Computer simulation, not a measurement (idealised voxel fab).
Presented below is a process module, voxel transistor to metal.
Square cell edge 5 nm, section width 290 nm, ID cut.
When this document writes out a cross-section, it uses a grid of square cells and lists it as bands, beginning at the top and moving down, with a band standing for one or more rows of cells. Top height, bottom height, nm. Materials left to right, width each, nm. Single material + "all across" = fills band edge to edge. "blank" = empty. Height 0 is the level under which the wafer as received is all one material. The lowest band goes on downwards, as in "0 nm and below". It should be noted that a width expressed as "30->40" varies in equal increments from row to row of cells within the band, taking the value of the first number at the top row and that of the second number at the bottom row. "remained unchanged", as given for a step, is the statement that not any cell of the cross-section underwent a change during that step. Entry "Enclosed cavities" = empty spaces >= 8 cells with no open way to the top; each as width x height at distance, distance from left edge, all nm. after a step's settings: what the simulator itself notes on the step. The optional step-line setting "overlay nm" applies to steps with a mask and quantifies how far to the right of its planned location the mask lay, a negative value indicating leftward placement.
The following list gives the planned process steps:
1: RECEIVE with material Si
2: OXIDIZE with depth nm 5
3: CONFORMAL_DEP with material SiN, thk nm 15
4: DIRECTIONAL_DEP with material aC, thk nm 10
5: PATTERN with tone cover, mask id ACTIVE, material resist, width nm 115, pitch nm 145, thk nm 25, overlay nm 0
6: DIRECTIONAL_ETCH with etch materials aC, depth nm 10
7: STRIP with etch materials resist
8: DIRECTIONAL_ETCH with etch materials SiN, depth nm 15
9: DIRECTIONAL_ETCH with etch materials SiO2, depth nm 5
10: DIRECTIONAL_ETCH with etch materials Si, depth nm 35
11: STRIP with etch materials aC
12: FILL_DEP with material SiO2, thk nm 15
13: CMP with height nm 15
14: SELECTIVE_ETCH with etch materials SiO2, depth nm 10
15: STRIP with etch materials SiN
16: SELECTIVE_ETCH with etch materials SiO2, depth nm 5
17: OXIDIZE with depth nm 5
18: DIRECTIONAL_DEP with material polySi, thk nm 20
19: DIRECTIONAL_DEP with material SiCN, thk nm 10
20: DIRECTIONAL_DEP with material aC, thk nm 15
21: PATTERN with tone cover, mask id GATE, material resist, width nm 35, pitch nm 145, thk nm 30, overlay nm 0
22: DIRECTIONAL_ETCH with etch materials aC, depth nm 15
23: STRIP with etch materials resist
24: DIRECTIONAL_ETCH with etch materials SiCN, depth nm 20
25: DIRECTIONAL_ETCH with etch materials polySi, depth nm 30
26: STRIP with etch materials aC
27: CONFORMAL_DEP with material SiO2, thk nm 5
28: DIRECTIONAL_ETCH with etch materials SiO2, depth nm 5
29: CONFORMAL_DEP with material SiN, thk nm 5
30: DIRECTIONAL_ETCH with etch materials SiN, depth nm 5
31: DIRECTIONAL_ETCH with etch materials SiO2, depth nm 5
32: DIRECTIONAL_ETCH with etch materials Si, depth nm 10
33: EPI with material SiGe, thk nm 10
34: FILL_DEP with material SiO2, thk nm 10
35: CMP with height nm 15
36: STRIP with etch materials polySi
37: SELECTIVE_ETCH with etch materials SiO2, depth nm 5
38: CONFORMAL_DEP with material HfO2, thk nm 5
39: CONFORMAL_DEP with material TiN, thk nm 5
40: FILL_DEP with material W, thk nm 5
41: CMP with height nm 10
42: DIRECTIONAL_DEP with material SiO2, thk nm 10
43: PATTERN with tone open, mask id CONTACT, material resist, width nm 20, thk nm 20, overlay nm 0
44: DIRECTIONAL_ETCH with etch materials SiO2, depth nm 30
45: STRIP with etch materials resist
46: CONFORMAL_DEP with material TiN, thk nm 5
47: FILL_DEP with material Ru, thk nm 10
48: CMP with height nm 20
49: DIRECTIONAL_DEP with material TiN, thk nm 5
50: DIRECTIONAL_DEP with material W, thk nm 25
51: PATTERN with tone cover, mask id METAL_1, material resist, width nm 20, thk nm 15, overlay nm 0
52: DIRECTIONAL_ETCH with etch materials W, depth nm 25
53: DIRECTIONAL_ETCH with etch materials TiN, depth nm 5
54: STRIP with etch materials resist
55: FILL_DEP with material lowk, thk nm 10
56: CMP with height nm 50
57: CONFORMAL_DEP with material SiCN, thk nm 5
58: DIRECTIONAL_DEP with material SiO2, thk nm 30
59: MASKED_ETCH with tone open, mask id METAL_2, width nm 20, pitch nm 145, etch materials SiO2, depth nm 15, overlay nm 0
60: MASKED_ETCH with tone open, mask id METAL_2_HOLES, width nm 15, pitch nm 145, etch materials SiO2, depth nm 15, overlay nm 0
61: MASKED_ETCH with tone open, mask id METAL_2_HOLES, width nm 15, pitch nm 145, etch materials SiCN, depth nm 5, overlay nm 0
62: CONFORMAL_DEP with material TiN, thk nm 5
63: FILL_DEP with material Cu, thk nm 10
64: CMP with height nm 85
65: CONFORMAL_DEP with material SiN, thk nm 5
Incoming wafer, cross-sectional view, post step 1:
	0 nm and below  Si all across
	Enclosed cavities: none
As-planned run: cross-section of the first of two wafers at end of module:
	90 nm to 85 nm  SiN all across
	85 nm to 75 nm  20 SiO2 / 5 TiN / 10 Cu / 5 TiN / 125 SiO2 / 5 TiN / 10 Cu / 5 TiN / 105 SiO2
	75 nm to 70 nm  20 SiO2 / 5 TiN / 5 Cu / 10 TiN / 125 SiO2 / 5 TiN / 5 Cu / 10 TiN / 105 SiO2
	70 nm to 55 nm  20 SiO2 / 5 TiN / 5 Cu / 5 TiN / 130 SiO2 / 5 TiN / 5 Cu / 5 TiN / 110 SiO2
	55 nm to 50 nm  20 SiCN / 15 TiN / 130 SiCN / 15 TiN / 110 SiCN
	50 nm to 25 nm  20 lowk / 20 W / 65 lowk / 20 W / 40 lowk / 20 W / 65 lowk / 20 W / 20 lowk
	25 nm to 20 nm  20 lowk / 20 TiN / 65 lowk / 20 TiN / 40 lowk / 20 TiN / 65 lowk / 20 TiN / 20 lowk
	20 nm to 10 nm  20 SiO2 / 5 TiN / 10 Ru / 5 TiN / 65 SiO2 / 5 TiN / 10 Ru / 5 TiN / 40 SiO2 / 5 TiN / 10 Ru / 5 TiN / 65 SiO2 / 5 TiN / 10 Ru / 5 TiN / 20 SiO2
	10 nm to 5 nm  20 SiO2 / 5 TiN / 10 Ru / 5 TiN / 5 SiO2 / 5 SiN / 5 HfO2 / 5 TiN / 25 W / 5 TiN / 5 HfO2 / 5 SiN / 5 SiO2 / 5 TiN / 10 Ru / 5 TiN / 40 SiO2 / 5 TiN / 10 Ru / 5 TiN / 5 SiO2 / 5 SiN / 5 HfO2 / 5 TiN / 25 W / 5 TiN / 5 HfO2 / 5 SiN / 5 SiO2 / 5 TiN / 10 Ru / 5 TiN / 20 SiO2
	5 nm to 0 nm  20 SiO2 / 20 TiN / 5 SiO2 / 5 SiN / 5 HfO2 / 5 TiN / 25 W / 5 TiN / 5 HfO2 / 5 SiN / 5 SiO2 / 20 TiN / 40 SiO2 / 20 TiN / 5 SiO2 / 5 SiN / 5 HfO2 / 5 TiN / 25 W / 5 TiN / 5 HfO2 / 5 SiN / 5 SiO2 / 20 TiN / 20 SiO2
	0 nm to -5 nm  15 SiO2 / 5 SiN / 10 SiGe / 5 TiN / 10 SiGe / 5 SiN / 5 HfO2 / 35 TiN / 5 HfO2 / 5 SiN / 10 SiGe / 5 TiN / 10 SiGe / 5 SiN / 30 SiO2 / 5 SiN / 10 SiGe / 5 TiN / 10 SiGe / 5 SiN / 5 HfO2 / 35 TiN / 5 HfO2 / 5 SiN / 10 SiGe / 5 TiN / 10 SiGe / 5 SiN / 15 SiO2
	-5 nm to -10 nm  20 SiO2 / 10 SiGe / 5 TiN / 10 SiGe / 5 SiO2 / 45 HfO2 / 5 SiO2 / 10 SiGe / 5 TiN / 10 SiGe / 40 SiO2 / 10 SiGe / 5 TiN / 10 SiGe / 5 SiO2 / 45 HfO2 / 5 SiO2 / 10 SiGe / 5 TiN / 10 SiGe / 20 SiO2
	-10 nm to -20 nm  15 SiO2 / 5 Si / 25 SiGe / 55 Si / 25 SiGe / 5 Si / 30 SiO2 / 5 Si / 25 SiGe / 55 Si / 25 SiGe / 5 Si / 15 SiO2
	-20 nm to -40 nm  15 SiO2 / 115 Si / 30 SiO2 / 115 Si / 15 SiO2
	-40 nm and below  Si all across
	Enclosed cavities: none
Module end: cross-section of wafer two of two. Same start and process plan as the first wafer. One mistake during execution:
	90 nm to 85 nm  SiN all across
	85 nm to 75 nm  20 SiO2 / 5 TiN / 10 Cu / 5 TiN / 125 SiO2 / 5 TiN / 10 Cu / 5 TiN / 105 SiO2
	75 nm to 70 nm  20 SiO2 / 5 TiN / 5 Cu / 10 TiN / 125 SiO2 / 5 TiN / 5 Cu / 10 TiN / 105 SiO2
	70 nm to 55 nm  20 SiO2 / 5 TiN / 5 Cu / 5 TiN / 130 SiO2 / 5 TiN / 5 Cu / 5 TiN / 110 SiO2
	55 nm to 50 nm  20 SiCN / 15 TiN / 130 SiCN / 15 TiN / 110 SiCN
	50 nm to 25 nm  20 lowk / 20 W / 65 lowk / 20 W / 40 lowk / 20 W / 65 lowk / 20 W / 20 lowk
	25 nm to 20 nm  20 lowk / 20 TiN / 65 lowk / 20 TiN / 40 lowk / 20 TiN / 65 lowk / 20 TiN / 20 lowk
	20 nm to 15 nm  20 SiO2 / 5 TiN / 10 Ru / 5 TiN / 65 SiO2 / 5 TiN / 10 Ru / 5 TiN / 40 SiO2 / 5 TiN / 10 Ru / 5 TiN / 65 SiO2 / 5 TiN / 10 Ru / 5 TiN / 20 SiO2
	15 nm to 10 nm  20 SiO2 / 20 TiN / 65 SiO2 / 20 TiN / 40 SiO2 / 20 TiN / 65 SiO2 / 20 TiN / 20 SiO2
	10 nm to 5 nm  50 W / 5 TiN / 5 HfO2 / 5 SiN / 15 SiO2 / 5 SiN / 5 HfO2 / 5 TiN / 100 W / 5 TiN / 5 HfO2 / 5 SiN / 15 SiO2 / 5 SiN / 5 HfO2 / 5 TiN / 50 W
	5 nm to 0 nm  15 TiN / 35 W / 5 TiN / 5 HfO2 / 5 SiN / 15 SiO2 / 5 SiN / 5 HfO2 / 5 TiN / 35 W / 30 TiN / 35 W / 5 TiN / 5 HfO2 / 5 SiN / 15 SiO2 / 5 SiN / 5 HfO2 / 5 TiN / 35 W / 15 TiN
	0 nm to -5 nm  10 HfO2 / 45 TiN / 5 HfO2 / 5 SiN / 15 SiGe / 5 SiN / 5 HfO2 / 45 TiN / 20 HfO2 / 45 TiN / 5 HfO2 / 5 SiN / 15 SiGe / 5 SiN / 5 HfO2 / 45 TiN / 10 HfO2
	-5 nm to -10 nm  5 SiO2 / 55 HfO2 / 5 SiO2 / 15 SiGe / 5 SiO2 / 55 HfO2 / 10 SiO2 / 55 HfO2 / 5 SiO2 / 15 SiGe / 5 SiO2 / 55 HfO2 / 5 SiO2
	-10 nm to -20 nm  15 SiO2 / 50 Si / 15 SiGe / 50 Si / 30 SiO2 / 50 Si / 15 SiGe / 50 Si / 15 SiO2
	-20 nm to -40 nm  15 SiO2 / 115 Si / 30 SiO2 / 115 Si / 15 SiO2
	-40 nm and below  Si all across
	Enclosed cavities: none
Finding, execution versus plan: step 21 deviated from plan and actually ran as PATTERN with tone open, mask id GATE, material resist, width nm 35, pitch nm 145, thk nm 30, overlay nm 0
at the end the second wafer has, in cells: HfO2: 34 more, Ru: 16 fewer, Si: 28 more, SiGe: 48 fewer, SiN: 4 fewer, SiO2: 52 fewer, TiN: 10 more, W: 48 more
